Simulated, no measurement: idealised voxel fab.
The document below concerns the process module designated voxel capacitor over wiring.
Each square cell in cross-section cut measures 5 nm, and the section as a whole is 270 nm wide.
Heads up, the way a cross-section reads in here is a grid of square cells, handed over as bands from the top down, with every band being one or more rows of cells.
This entry defines a band. It first specifies the height of the band's top and the height of its bottom in nm, and then specifies the band's materials from left to right, stating each material with its width in nm. The word "all across" identifies a single material that fills the band from edge to edge, while the word "air" identifies empty space.
Height datum 0, below which the as-received substrate wafer is one material. Lowest band open at the bottom, running downward: "0 and below".
So if you see something like "30..40" for the width, read it as the top row of the band sitting at the first number and the bottom row at the second, with every row in between moving by the same amount as the last.
The cross-section has no changed cell in any step marked "left unchanged".
"Encapsulated voids" specifies each empty space that is not open to the top and that occupies no fewer than 8 cells, using the form width x height at distance, the distance measured from the left edge and all three quantities in nm.
That trailing text on a step's line, after the settings, is the simulator's own remark on the step.
overlay nm: step with mask; distance mask lay right of planned place; negative value = left of planned place.
Read each pair as before and after one process step. The after cross-section shows only down to the lowest band that changed. The step between them and its settings are given below the pair. Pairs can come from different runs of this module on the same starting wafer. A pair continues from the pair above only where its "Status quo ante" entry says so.

[Status quo ante]
> 80 down to 70: Ru all across
> 70 down to 65: 90 nm TiN | 5 nm Ru | 175 nm TiN
> 65 down to 50: 85 nm SiO2 | 5 nm TiN | 5 nm Ru | 5 nm TiN | 170 nm SiO2
> 50 down to 45: 85 nm SiCN | 15 nm TiN | 170 nm SiCN
> 45 down to 35: 75 nm lowk | 5 nm SiCN | 20 nm Ru | 5 nm SiCN | 55 nm lowk | 5 nm SiCN | 20 nm Ru | 5 nm SiCN | 80 nm lowk
> 35 down to 30: 80 nm SiCN | 20 nm TiN | 65 nm SiCN | 20 nm TiN | 85 nm SiCN
> 30 down to 0: SiO2 all across
> 0 and below: Si all across
> Encapsulated voids: none

[Post-Step Section View]
> 65 down to 50: 85 nm SiO2 | 5 nm TiN | 5 nm Ru | 5 nm TiN | 170 nm SiO2
> Rest of section, below 50: as before.
> Encapsulated voids: none
The structure shown above changes from one cross-section to the other through CMP (height nm 65)

Status quo ante: refer to the pair immediately above; the cross-section shown after its step is the state before this one.

[Post-Step Section View]
> 70 down to 65: TiN all across
> Rest of section, below 65: as before.
> Encapsulated voids: none
The structure shown above changes from one cross-section to the other through DIRECTIONAL_DEP (material TiN; thk nm 5)

Status quo ante: refer to the pair immediately above; the cross-section shown after its step is the state before this one.

[Post-Step Section View]
> 75 down to 70: SiN all across
> Rest of section, below 70: as before.
> Encapsulated voids: none
The structure shown above changes from one cross-section to the other through DIRECTIONAL_DEP (material SiN; thk nm 5)

Status quo ante: refer to the pair immediately above; the cross-section shown after its step is the state before this one.

[Post-Step Section View]
> 80 down to 75: TiN all across
> Rest of section, below 75: as before.
> Encapsulated voids: none
The structure shown above changes from one cross-section to the other through DIRECTIONAL_DEP (material TiN; thk nm 5)

Status quo ante: refer to the pair immediately above; the cross-section shown after its step is the state before this one.

[Post-Step Section View]
> 80 down to 75: 85 nm air | 70 nm TiN | 115 nm air
> Rest of section, below 75: as before.
> Encapsulated voids: none
The structure shown above changes from one cross-section to the other through MASKED_ETCH (tone cover; mask id UPPER_PLATE; width nm 70; etch materials TiN; depth nm 5; overlay nm 0)

Status quo ante: refer to the pair immediately above; the cross-section shown after its step is the state before this one.

[Post-Step Section View]
> 80 down to 75: 85 nm air | 70 nm TiN | 115 nm air
> 75 down to 70: 85 nm air | 70 nm SiN | 115 nm air
> Rest of section, below 70: as before.
> Encapsulated voids: none
The structure shown above changes from one cross-section to the other through MASKED_ETCH (tone cover; mask id UPPER_PLATE; width nm 70; etch materials SiN; depth nm 5; overlay nm 0)

Status quo ante: refer to the pair immediately above; the cross-section shown after its step is the state before this one.

[Post-Step Section View]
> 95 down to 80: 80 nm air | 80 nm resist | 110 nm air
> 80 down to 75: 80 nm air | 5 nm resist | 70 nm TiN | 5 nm resist | 110 nm air
> 75 down to 70: 80 nm air | 5 nm resist | 70 nm SiN | 5 nm resist | 110 nm air
> Rest of section, below 70: as before.
> Encapsulated voids: none
The structure shown above changes from one cross-section to the other through PATTERN (tone cover; mask id LOWER_PLATE; material resist; width nm 80; thk nm 15; overlay nm 0)

Status quo ante: refer to the pair immediately above; the cross-section shown after its step is the state before this one.

[Post-Step Section View]
> 95 down to 80: 80 nm air | 80 nm resist | 110 nm air
> 80 down to 75: 80 nm air | 5 nm resist | 70 nm TiN | 5 nm resist | 110 nm air
> 75 down to 70: 80 nm air | 5 nm resist | 70 nm SiN | 5 nm resist | 110 nm air
> 70 down to 65: 80 nm air | 80 nm TiN | 110 nm air
> Rest of section, below 65: as before.
> Encapsulated voids: none
The structure shown above changes from one cross-section to the other through DIRECTIONAL_ETCH (etch materials TiN; depth nm 5)

Status quo ante: refer to the pair immediately above; the cross-section shown after its step is the state before this one.

[Post-Step Section View]
> 80 down to 75: 85 nm air | 70 nm TiN | 115 nm air
> 75 down to 70: 85 nm air | 70 nm SiN | 115 nm air
> Rest of section, below 70: as before.
> Encapsulated voids: none
The structure shown above changes from one cross-section to the other through STRIP (etch materials resist)

Status quo ante: refer to the pair immediately above; the cross-section shown after its step is the state before this one.

[Post-Step Section View]
> 100 down to 80: SiO2 all across
> 80 down to 75: 85 nm SiO2 | 70 nm TiN | 115 nm SiO2
> 75 down to 70: 85 nm SiO2 | 70 nm SiN | 115 nm SiO2
> 70 down to 65: 80 nm SiO2 | 80 nm TiN | 110 nm SiO2
> Rest of section, below 65: as before.
> Encapsulated voids: none
The structure shown above changes from one cross-section to the other through FILL_DEP (material SiO2; thk nm 20)

Status quo ante: refer to the pair immediately above; the cross-section shown after its step is the state before this one.

[Post-Step Section View]
> 95 down to 80: SiO2 all across
> Rest of section, below 80: as before.
> Encapsulated voids: none
The structure shown above changes from one cross-section to the other through CMP (height nm 95)

Status quo ante: refer to the pair immediately above; the cross-section shown after its step is the state before this one.

[Post-Step Section View]
> 95 down to 80: 95 nm SiO2 | 15 nm air | 160 nm SiO2
> Rest of section, below 80: as before.
> Encapsulated voids: none
The structure shown above changes from one cross-section to the other through MASKED_ETCH (tone open; mask id PLUG_2; width nm 15; etch materials SiO2; depth nm 15; overlay nm 0)

Status quo ante: refer to the pair immediately above; the cross-section shown after its step is the state before this one.

[Post-Step Section View]
> 100 down to 95: 100 nm TiN | 5 nm air | 165 nm TiN
> 95 down to 85: 95 nm SiO2 | 5 nm TiN | 5 nm air | 5 nm TiN | 160 nm SiO2
> 85 down to 75: 95..85 nm SiO2 | 15..70 nm TiN | 160..115 nm SiO2
> Rest of section, below 75: as before.
> Encapsulated voids: none
The structure shown above changes from one cross-section to the other through CONFORMAL_DEP (material TiN; thk nm 5)

Status quo ante: refer to the pair immediately above; the cross-section shown after its step is the state before this one.

[Post-Step Section View]
> 105 down to 100: Ru all across
> 100 down to 95: 100 nm TiN | 5 nm Ru | 165 nm TiN
> 95 down to 85: 95 nm SiO2 | 5 nm TiN | 5 nm Ru | 5 nm TiN | 160 nm SiO2
> Rest of section, below 85: as before.
> Encapsulated voids: none
The structure shown above changes from one cross-section to the other through FILL_DEP (material Ru; thk nm 5)

Status quo ante: refer to the pair immediately above; the cross-section shown after its step is the state before this one.

[Post-Step Section View]
> 95 down to 85: 95 nm SiO2 | 5 nm TiN | 5 nm Ru | 5 nm TiN | 160 nm SiO2
> Rest of section, below 85: as before.
> Encapsulated voids: none
The structure shown above changes from one cross-section to the other through CMP (height nm 95)

Status quo ante: refer to the pair immediately above; the cross-section shown after its step is the state before this one.

[Post-Step Section View]
> 100 down to 95: SiN all across
> Rest of section, below 95: as before.
> Encapsulated voids: none
The structure shown above changes from one cross-section to the other through CONFORMAL_DEP (material SiN; thk nm 5)

[Status quo ante]
> 65 down to 50: 85 nm SiO2 | 5 nm TiN | 5 nm Ru | 5 nm TiN | 170 nm SiO2
> 50 down to 45: 85 nm SiCN | 15 nm TiN | 170 nm SiCN
> 45 down to 20: 75 nm lowk | 5 nm SiCN | 20 nm Ru | 5 nm SiCN | 55 nm lowk | 5 nm SiCN | 20 nm Ru | 5 nm SiCN | 80 nm lowk
> 20 down to 15: 80 nm SiCN | 20 nm TiN | 65 nm SiCN | 20 nm TiN | 85 nm SiCN
> 15 down to 0: SiO2 all across
> 0 and below: Si all across
> Encapsulated voids: none

[Post-Step Section View]
> 70 down to 65: SiN all across
> Rest of section, below 65: as before.
> Encapsulated voids: none
The structure shown above changes from one cross-section to the other through DIRECTIONAL_DEP (material SiN; thk nm 5)

Status quo ante: refer to the pair immediately above; the cross-section shown after its step is the state before this one.

[Post-Step Section View]
> 75 down to 70: TiN all across
> Rest of section, below 70: as before.
> Encapsulated voids: none
The structure shown above changes from one cross-section to the other through DIRECTIONAL_DEP (material TiN; thk nm 5)

Status quo ante: refer to the pair immediately above; the cross-section shown after its step is the state before this one.

[Post-Step Section View]
> 80 down to 70: TiN all across
> Rest of section, below 70: as before.
> Encapsulated voids: none
The structure shown above changes from one cross-section to the other through DIRECTIONAL_DEP (material TiN; thk nm 5)

Status quo ante: refer to the pair immediately above; the cross-section shown after its step is the state before this one.

[Post-Step Section View]
> 80 down to 75: 85 nm air | 70 nm TiN | 115 nm air
> Rest of section, below 75: as before.
> Encapsulated voids: none
The structure shown above changes from one cross-section to the other through MASKED_ETCH (tone cover; mask id UPPER_PLATE; width nm 70; etch materials TiN; depth nm 5; overlay nm 0)

Status quo ante: refer to the pair immediately above; the cross-section shown after its step is the state before this one.

[Post-Step Section View]
> 95 down to 80: 80 nm air | 80 nm resist | 110 nm air
> 80 down to 75: 80 nm air | 5 nm resist | 70 nm TiN | 5 nm resist | 110 nm air
> Rest of section, below 75: as before.
> Encapsulated voids: none
The structure shown above changes from one cross-section to the other through PATTERN (tone cover; mask id LOWER_PLATE; material resist; width nm 80; thk nm 15; overlay nm 0)

Status quo ante: refer to the pair immediately above; the cross-section shown after its step is the state before this one.

[Post-Step Section View]
> 95 down to 80: 80 nm air | 80 nm resist | 110 nm air
> 80 down to 75: 80 nm air | 5 nm resist | 70 nm TiN | 5 nm resist | 110 nm air
> 75 down to 70: 80 nm air | 80 nm TiN | 110 nm air
> Rest of section, below 70: as before.
> Encapsulated voids: none
The structure shown above changes from one cross-section to the other through DIRECTIONAL_ETCH (etch materials TiN; depth nm 5)

Status quo ante: refer to the pair immediately above; the cross-section shown after its step is the state before this one.

[Post-Step Section View]
> 80 down to 70: 85..80 nm air | 70..80 nm TiN | 115..110 nm air
> Rest of section, below 70: as before.
> Encapsulated voids: none
The structure shown above changes from one cross-section to the other through STRIP (etch materials resist)

Status quo ante: refer to the pair immediately above; the cross-section shown after its step is the state before this one.

[Post-Step Section View]
> 100 down to 80: SiO2 all across
> 80 down to 70: 85..80 nm SiO2 | 70..80 nm TiN | 115..110 nm SiO2
> Rest of section, below 70: as before.
> Encapsulated voids: none
The structure shown above changes from one cross-section to the other through FILL_DEP (material SiO2; thk nm 20)

Status quo ante: refer to the pair immediately above; the cross-section shown after its step is the state before this one.

[Post-Step Section View]
> 95 down to 80: SiO2 all across
> Rest of section, below 80: as before.
> Encapsulated voids: none
The structure shown above changes from one cross-section to the other through CMP (height nm 95)

Status quo ante: refer to the pair immediately above; the cross-section shown after its step is the state before this one.

[Post-Step Section View]
> 95 down to 80: 95 nm SiO2 | 15 nm air | 160 nm SiO2
> Rest of section, below 80: as before.
> Encapsulated voids: none
The structure shown above changes from one cross-section to the other through MASKED_ETCH (tone open; mask id PLUG_2; width nm 15; etch materials SiO2; depth nm 15; overlay nm 0)

Status quo ante: refer to the pair immediately above; the cross-section shown after its step is the state before this one.

[Post-Step Section View]
> 100 down to 95: 100 nm TiN | 5 nm air | 165 nm TiN
> 95 down to 85: 95 nm SiO2 | 5 nm TiN | 5 nm air | 5 nm TiN | 160 nm SiO2
> 85 down to 75: 95..85 nm SiO2 | 15..70 nm TiN | 160..115 nm SiO2
> Rest of section, below 75: as before.
> Encapsulated voids: none
The structure shown above changes from one cross-section to the other through CONFORMAL_DEP (material TiN; thk nm 5)

Status quo ante: refer to the pair immediately above; the cross-section shown after its step is the state before this one.

[Post-Step Section View]
> 105 down to 100: Ru all across
> 100 down to 95: 100 nm TiN | 5 nm Ru | 165 nm TiN
> 95 down to 85: 95 nm SiO2 | 5 nm TiN | 5 nm Ru | 5 nm TiN | 160 nm SiO2
> Rest of section, below 85: as before.
> Encapsulated voids: none
The structure shown above changes from one cross-section to the other through FILL_DEP (material Ru; thk nm 5)

Status quo ante: refer to the pair immediately above; the cross-section shown after its step is the state before this one.

[Post-Step Section View]
> 95 down to 85: 95 nm SiO2 | 5 nm TiN | 5 nm Ru | 5 nm TiN | 160 nm SiO2
> Rest of section, below 85: as before.
> Encapsulated voids: none
The structure shown above changes from one cross-section to the other through CMP (height nm 95)

Status quo ante: refer to the pair immediately above; the cross-section shown after its step is the state before this one.

[Post-Step Section View]
> 100 down to 95: SiN all across
> Rest of section, below 95: as before.
> Encapsulated voids: none
The structure shown above changes from one cross-section to the other through CONFORMAL_DEP (material SiN; thk nm 5)

[Status quo ante]
> 80 down to 70: Ru all across
> 70 down to 65: 90 nm TiN | 5 nm Ru | 175 nm TiN
> 65 down to 50: 85 nm SiO2 | 5 nm TiN | 5 nm Ru | 5 nm TiN | 170 nm SiO2
> 50 down to 45: 85 nm SiCN | 15 nm TiN | 170 nm SiCN
> 45 down to 20: 75 nm lowk | 5 nm SiCN | 20 nm Ru | 5 nm SiCN | 55 nm lowk | 5 nm SiCN | 20 nm Ru | 5 nm SiCN | 80 nm lowk
> 20 down to 15: 80 nm SiCN | 20 nm TiN | 65 nm SiCN | 20 nm TiN | 85 nm SiCN
> 15 down to 0: SiO2 all across
> 0 and below: Si all across
> Encapsulated voids: none

[Post-Step Section View]
> 75 down to 70: Ru all across
> Rest of section, below 70: as before.
> Encapsulated voids: none
The structure shown above changes from one cross-section to the other through CMP (height nm 75)

Status quo ante: refer to the pair immediately above; the cross-section shown after its step is the state before this one.

[Post-Step Section View]
> 80 down to 75: TiN all across
> Rest of section, below 75: as before.
> Encapsulated voids: none
The structure shown above changes from one cross-section to the other through DIRECTIONAL_DEP (material TiN; thk nm 5)

Status quo ante: refer to the pair immediately above; the cross-section shown after its step is the state before this one.

[Post-Step Section View]
> 85 down to 80: SiN all across
> Rest of section, below 80: as before.
> Encapsulated voids: none
The structure shown above changes from one cross-section to the other through DIRECTIONAL_DEP (material SiN; thk nm 5)

Status quo ante: refer to the pair immediately above; the cross-section shown after its step is the state before this one.

[Post-Step Section View]
> 90 down to 85: TiN all across
> Rest of section, below 85: as before.
> Encapsulated voids: none
The structure shown above changes from one cross-section to the other through DIRECTIONAL_DEP (material TiN; thk nm 5)

Status quo ante: refer to the pair immediately above; the cross-section shown after its step is the state before this one.

[Post-Step Section View]
> 90 down to 85: 85 nm air | 70 nm TiN | 115 nm air
> Rest of section, below 85: as before.
> Encapsulated voids: none
The structure shown above changes from one cross-section to the other through MASKED_ETCH (tone cover; mask id UPPER_PLATE; width nm 70; etch materials TiN; depth nm 5; overlay nm 0)

Status quo ante: refer to the pair immediately above; the cross-section shown after its step is the state before this one.

[Post-Step Section View]
> 90 down to 85: 85 nm air | 70 nm TiN | 115 nm air
> 85 down to 80: 85 nm air | 70 nm SiN | 115 nm air
> Rest of section, below 80: as before.
> Encapsulated voids: none
The structure shown above changes from one cross-section to the other through MASKED_ETCH (tone cover; mask id UPPER_PLATE; width nm 70; etch materials SiN; depth nm 5; overlay nm 0)

Status quo ante: refer to the pair immediately above; the cross-section shown after its step is the state before this one.

[Post-Step Section View]
> 105 down to 90: 80 nm air | 80 nm resist | 110 nm air
> 90 down to 85: 80 nm air | 5 nm resist | 70 nm TiN | 5 nm resist | 110 nm air
> 85 down to 80: 80 nm air | 5 nm resist | 70 nm SiN | 5 nm resist | 110 nm air
> Rest of section, below 80: as before.
> Encapsulated voids: none
The structure shown above changes from one cross-section to the other through PATTERN (tone cover; mask id LOWER_PLATE; material resist; width nm 80; thk nm 15; overlay nm 0)

Status quo ante: refer to the pair immediately above; the cross-section shown after its step is the state before this one.

[Post-Step Section View]
> 105 down to 90: 80 nm air | 80 nm resist | 110 nm air
> 90 down to 85: 80 nm air | 5 nm resist | 70 nm TiN | 5 nm resist | 110 nm air
> 85 down to 80: 80 nm air | 5 nm resist | 70 nm SiN | 5 nm resist | 110 nm air
> 80 down to 75: 80 nm air | 80 nm TiN | 110 nm air
> Rest of section, below 75: as before.
> Encapsulated voids: none
The structure shown above changes from one cross-section to the other through DIRECTIONAL_ETCH (etch materials TiN; depth nm 5)

Status quo ante: refer to the pair immediately above; the cross-section shown after its step is the state before this one.

[Post-Step Section View]
> 90 down to 85: 85 nm air | 70 nm TiN | 115 nm air
> 85 down to 80: 85 nm air | 70 nm SiN | 115 nm air
> Rest of section, below 80: as before.
> Encapsulated voids: none
The structure shown above changes from one cross-section to the other through STRIP (etch materials resist)

Status quo ante: refer to the pair immediately above; the cross-section shown after its step is the state before this one.

[Post-Step Section View]
> 110 down to 90: SiO2 all across
> 90 down to 85: 85 nm SiO2 | 70 nm TiN | 115 nm SiO2
> 85 down to 80: 85 nm SiO2 | 70 nm SiN | 115 nm SiO2
> 80 down to 75: 80 nm SiO2 | 80 nm TiN | 110 nm SiO2
> Rest of section, below 75: as before.
> Encapsulated voids: none
The structure shown above changes from one cross-section to the other through FILL_DEP (material SiO2; thk nm 20)

Status quo ante: refer to the pair immediately above; the cross-section shown after its step is the state before this one.

[Post-Step Section View]
> 95 down to 90: SiO2 all across
> Rest of section, below 90: as before.
> Encapsulated voids: none
The structure shown above changes from one cross-section to the other through CMP (height nm 95)

Status quo ante: refer to the pair immediately above; the cross-section shown after its step is the state before this one.

[Post-Step Section View]
> 95 down to 90: 95 nm SiO2 | 15 nm air | 160 nm SiO2
> Rest of section, below 90: as before.
> Encapsulated voids: none
The structure shown above changes from one cross-section to the other through MASKED_ETCH (tone open; mask id PLUG_2; width nm 15; etch materials SiO2; depth nm 15; overlay nm 0)

Status quo ante: refer to the pair immediately above; the cross-section shown after its step is the state before this one.

[Post-Step Section View]
> 100 down to 95: 100 nm TiN | 5 nm air | 165 nm TiN
> 95 down to 85: 95..85 nm SiO2 | 15..70 nm TiN | 160..115 nm SiO2
> Rest of section, below 85: as before.
> Encapsulated voids: none
The structure shown above changes from one cross-section to the other through CONFORMAL_DEP (material TiN; thk nm 5)

Status quo ante: refer to the pair immediately above; the cross-section shown after its step is the state before this one.

[Post-Step Section View]
> 105 down to 100: Ru all across
> 100 down to 95: 100 nm TiN | 5 nm Ru | 165 nm TiN
> Rest of section, below 95: as before.
> Encapsulated voids: none
The structure shown above changes from one cross-section to the other through FILL_DEP (material Ru; thk nm 5)

Status quo ante: refer to the pair immediately above; the cross-section shown after its step is the state before this one.

[Post-Step Section View]
> 95 down to 85: 95..85 nm SiO2 | 15..70 nm TiN | 160..115 nm SiO2
> Rest of section, below 85: as before.
> Encapsulated voids: none
The structure shown above changes from one cross-section to the other through CMP (height nm 95)

Status quo ante: refer to the pair immediately above; the cross-section shown after its step is the state before this one.

[Post-Step Section View]
> 100 down to 95: SiN all across
> Rest of section, below 95: as before.
> Encapsulated voids: none
The structure shown above changes from one cross-section to the other through CONFORMAL_DEP (material SiN; thk nm 5)

[Status quo ante]
> 75 down to 65: aC all across
> 65 down to 50: SiO2 all across
> 50 down to 45: SiCN all across
> 45 down to 20: 75 nm lowk | 5 nm SiCN | 20 nm Ru | 5 nm SiCN | 55 nm lowk | 5 nm SiCN | 20 nm Ru | 5 nm SiCN | 80 nm lowk
> 20 down to 15: 80 nm SiCN | 20 nm TiN | 65 nm SiCN | 20 nm TiN | 85 nm SiCN
> 15 down to 0: SiO2 all across
> 0 and below: Si all across
> Encapsulated voids: none

[Post-Step Section View]
> 100 down to 75: 80 nm resist | 25 nm air | 165 nm resist
> Rest of section, below 75: as before.
> Encapsulated voids: none
The structure shown above changes from one cross-section to the other through PATTERN (tone open; mask id PLUG_1; material resist; width nm 25; thk nm 25; overlay nm 0)

Status quo ante: refer to the pair immediately above; the cross-section shown after its step is the state before this one.

[Post-Step Section View]
> 90 down to 75: 80 nm resist | 25 nm air | 165 nm resist
> 75 down to 65: 80 nm aC | 25 nm air | 165 nm aC
> Rest of section, below 65: as before.
> Encapsulated voids: none
The structure shown above changes from one cross-section to the other through DIRECTIONAL_ETCH (etch materials aC; depth nm 10)

Status quo ante: refer to the pair immediately above; the cross-section shown after its step is the state before this one.

[Post-Step Section View]
> 75 down to 65: 80 nm aC | 25 nm air | 165 nm aC
> Rest of section, below 65: as before.
> Encapsulated voids: none
The structure shown above changes from one cross-section to the other through STRIP (etch materials resist)

Status quo ante: refer to the pair immediately above; the cross-section shown after its step is the state before this one.

[Post-Step Section View]
> 75 down to 65: 80 nm aC | 25 nm air | 165 nm aC
> 65 down to 50: 80 nm SiO2 | 25 nm air | 165 nm SiO2
> Rest of section, below 50: as before.
> Encapsulated voids: none
The structure shown above changes from one cross-section to the other through DIRECTIONAL_ETCH (etch materials SiO2; depth nm 15)

Status quo ante: refer to the pair immediately above; the cross-section shown after its step is the state before this one.

[Post-Step Section View]
> 75 down to 65: 80 nm aC | 25 nm air | 165 nm aC
> 65 down to 50: 80 nm SiO2 | 25 nm air | 165 nm SiO2
> 50 down to 45: 80 nm SiCN | 25 nm air | 165 nm SiCN
> Rest of section, below 45: as before.
> Encapsulated voids: none
The structure shown above changes from one cross-section to the other through DIRECTIONAL_ETCH (etch materials SiCN; depth nm 5)

Status quo ante: refer to the pair immediately above; the cross-section shown after its step is the state before this one.

[Post-Step Section View]
> 65 down to 50: 80 nm SiO2 | 25 nm air | 165 nm SiO2
> Rest of section, below 50: as before.
> Encapsulated voids: none
The structure shown above changes from one cross-section to the other through STRIP (etch materials aC)

Status quo ante: refer to the pair immediately above; the cross-section shown after its step is the state before this one.

[Post-Step Section View]
> 70 down to 65: 85 nm TiN | 15 nm air | 170 nm TiN
> 65 down to 50: 80 nm SiO2 | 5 nm TiN | 15 nm air | 5 nm TiN | 165 nm SiO2
> 50 down to 45: 80 nm SiCN | 25 nm TiN | 165 nm SiCN
> Rest of section, below 45: as before.
> Encapsulated voids: none
The structure shown above changes from one cross-section to the other through CONFORMAL_DEP (material TiN; thk nm 5)

Status quo ante: refer to the pair immediately above; the cross-section shown after its step is the state before this one.

[Post-Step Section View]
> 80 down to 70: Ru all across
> 70 down to 65: 85 nm TiN | 15 nm Ru | 170 nm TiN
> 65 down to 50: 80 nm SiO2 | 5 nm TiN | 15 nm Ru | 5 nm TiN | 165 nm SiO2
> Rest of section, below 50: as before.
> Encapsulated voids: none
The structure shown above changes from one cross-section to the other through FILL_DEP (material Ru; thk nm 10)

Status quo ante: refer to the pair immediately above; the cross-section shown after its step is the state before this one.

[Post-Step Section View]
> 65 down to 50: 80 nm SiO2 | 5 nm TiN | 15 nm Ru | 5 nm TiN | 165 nm SiO2
> Rest of section, below 50: as before.
> Encapsulated voids: none
The structure shown above changes from one cross-section to the other through CMP (height nm 65)

Status quo ante: refer to the pair immediately above; the cross-section shown after its step is the state before this one.

[Post-Step Section View]
> 70 down to 65: TiN all across
> Rest of section, below 65: as before.
> Encapsulated voids: none
The structure shown above changes from one cross-section to the other through DIRECTIONAL_DEP (material TiN; thk nm 5)

Status quo ante: refer to the pair immediately above; the cross-section shown after its step is the state before this one.

[Post-Step Section View]
> 75 down to 70: SiN all across
> Rest of section, below 70: as before.
> Encapsulated voids: none
The structure shown above changes from one cross-section to the other through DIRECTIONAL_DEP (material SiN; thk nm 5)

Status quo ante: refer to the pair immediately above; the cross-section shown after its step is the state before this one.

[Post-Step Section View]
> 80 down to 75: TiN all across
> Rest of section, below 75: as before.
> Encapsulated voids: none
The structure shown above changes from one cross-section to the other through DIRECTIONAL_DEP (material TiN; thk nm 5)

Status quo ante: refer to the pair immediately above; the cross-section shown after its step is the state before this one.

[Post-Step Section View]
> 80 down to 75: 85 nm air | 70 nm TiN | 115 nm air
> Rest of section, below 75: as before.
> Encapsulated voids: none
The structure shown above changes from one cross-section to the other through MASKED_ETCH (tone cover; mask id UPPER_PLATE; width nm 70; etch materials TiN; depth nm 5; overlay nm 0)

Status quo ante: refer to the pair immediately above; the cross-section shown after its step is the state before this one.

[Post-Step Section View]
> 80 down to 75: 85 nm air | 70 nm TiN | 115 nm air
> 75 down to 70: 85 nm air | 70 nm SiN | 115 nm air
> Rest of section, below 70: as before.
> Encapsulated voids: none
The structure shown above changes from one cross-section to the other through MASKED_ETCH (tone cover; mask id UPPER_PLATE; width nm 70; etch materials SiN; depth nm 5; overlay nm 0)

Status quo ante: refer to the pair immediately above; the cross-section shown after its step is the state before this one.

[Post-Step Section View]
> 95 down to 80: 80 nm air | 80 nm resist | 110 nm air
> 80 down to 75: 80 nm air | 5 nm resist | 70 nm TiN | 5 nm resist | 110 nm air
> 75 down to 70: 80 nm air | 5 nm resist | 70 nm SiN | 5 nm resist | 110 nm air
> Rest of section, below 70: as before.
> Encapsulated voids: none
The structure shown above changes from one cross-section to the other through PATTERN (tone cover; mask id LOWER_PLATE; material resist; width nm 80; thk nm 15; overlay nm 0)

Status quo ante: refer to the pair immediately above; the cross-section shown after its step is the state before this one.

[Post-Step Section View]
> 95 down to 80: 80 nm air | 80 nm resist | 110 nm air
> 80 down to 75: 80 nm air | 5 nm resist | 70 nm TiN | 5 nm resist | 110 nm air
> 75 down to 70: 80 nm air | 5 nm resist | 70 nm SiN | 5 nm resist | 110 nm air
> 70 down to 65: 80 nm air | 80 nm TiN | 110 nm air
> Rest of section, below 65: as before.
> Encapsulated voids: none
The structure shown above changes from one cross-section to the other through DIRECTIONAL_ETCH (etch materials TiN; depth nm 5)

Status quo ante: refer to the pair immediately above; the cross-section shown after its step is the state before this one.

[Post-Step Section View]
> 80 down to 75: 85 nm air | 70 nm TiN | 115 nm air
> 75 down to 70: 85 nm air | 70 nm SiN | 115 nm air
> Rest of section, below 70: as before.
> Encapsulated voids: none
The structure shown above changes from one cross-section to the other through STRIP (etch materials resist)

Status quo ante: refer to the pair immediately above; the cross-section shown after its step is the state before this one.

[Post-Step Section View]
> 100 down to 80: SiO2 all across
> 80 down to 75: 85 nm SiO2 | 70 nm TiN | 115 nm SiO2
> 75 down to 70: 85 nm SiO2 | 70 nm SiN | 115 nm SiO2
> 70 down to 65: 80 nm SiO2 | 80 nm TiN | 110 nm SiO2
> Rest of section, below 65: as before.
> Encapsulated voids: none
The structure shown above changes from one cross-section to the other through FILL_DEP (material SiO2; thk nm 20)

Status quo ante: refer to the pair immediately above; the cross-section shown after its step is the state before this one.

[Post-Step Section View]
> 95 down to 80: SiO2 all across
> Rest of section, below 80: as before.
> Encapsulated voids: none
The structure shown above changes from one cross-section to the other through CMP (height nm 95)

Status quo ante: refer to the pair immediately above; the cross-section shown after its step is the state before this one.

[Post-Step Section View]
> 95 down to 80: 95 nm SiO2 | 15 nm air | 160 nm SiO2
> Rest of section, below 80: as before.
> Encapsulated voids: none
The structure shown above changes from one cross-section to the other through MASKED_ETCH (tone open; mask id PLUG_2; width nm 15; etch materials SiO2; depth nm 15; overlay nm 0)

Status quo ante: refer to the pair immediately above; the cross-section shown after its step is the state before this one.

[Post-Step Section View]
> 100 down to 95: 100 nm TiN | 5 nm air | 165 nm TiN
> 95 down to 85: 95 nm SiO2 | 5 nm TiN | 5 nm air | 5 nm TiN | 160 nm SiO2
> 85 down to 75: 95..85 nm SiO2 | 15..70 nm TiN | 160..115 nm SiO2
> Rest of section, below 75: as before.
> Encapsulated voids: none
The structure shown above changes from one cross-section to the other through CONFORMAL_DEP (material TiN; thk nm 5)

Status quo ante: refer to the pair immediately above; the cross-section shown after its step is the state before this one.

[Post-Step Section View]
> 105 down to 100: Ru all across
> 100 down to 95: 100 nm TiN | 5 nm Ru | 165 nm TiN
> 95 down to 85: 95 nm SiO2 | 5 nm TiN | 5 nm Ru | 5 nm TiN | 160 nm SiO2
> Rest of section, below 85: as before.
> Encapsulated voids: none
The structure shown above changes from one cross-section to the other through FILL_DEP (material Ru; thk nm 5)

Status quo ante: refer to the pair immediately above; the cross-section shown after its step is the state before this one.

[Post-Step Section View]
> 95 down to 85: 95 nm SiO2 | 5 nm TiN | 5 nm Ru | 5 nm TiN | 160 nm SiO2
> Rest of section, below 85: as before.
> Encapsulated voids: none
The structure shown above changes from one cross-section to the other through CMP (height nm 95)

Status quo ante: refer to the pair immediately above; the cross-section shown after its step is the state before this one.

[Post-Step Section View]
> 100 down to 95: SiN all across
> Rest of section, below 95: as before.
> Encapsulated voids: none
The structure shown above changes from one cross-section to the other through CONFORMAL_DEP (material SiN; thk nm 5)

[Status quo ante]
> 60 down to 45: aC all across
> 45 down to 20: Ru all across
> 20 down to 15: TiN all across
> 15 down to 0: SiO2 all across
> 0 and below: Si all across
> Encapsulated voids: none

[Post-Step Section View]
> 95 down to 60: 90 nm air | 20 nm resist | 65 nm air | 20 nm resist | 75 nm air
> Rest of section, below 60: as before.
> Encapsulated voids: none
The structure shown above changes from one cross-section to the other through PATTERN (tone cover; mask id METAL_1; material resist; width nm 20; pitch nm 85; thk nm 35; overlay nm 10)

Status quo ante: refer to the pair immediately above; the cross-section shown after its step is the state before this one.

[Post-Step Section View]
> 80 down to 60: 90 nm air | 20 nm resist | 65 nm air | 20 nm resist | 75 nm air
> 60 down to 45: 90 nm air | 20 nm aC | 65 nm air | 20 nm aC | 75 nm air
> Rest of section, below 45: as before.
> Encapsulated voids: none
The structure shown above changes from one cross-section to the other through DIRECTIONAL_ETCH (etch materials aC; depth nm 15)

Status quo ante: refer to the pair immediately above; the cross-section shown after its step is the state before this one.

[Post-Step Section View]
> 60 down to 45: 90 nm air | 20 nm aC | 65 nm air | 20 nm aC | 75 nm air
> Rest of section, below 45: as before.
> Encapsulated voids: none
The structure shown above changes from one cross-section to the other through STRIP (etch materials resist)
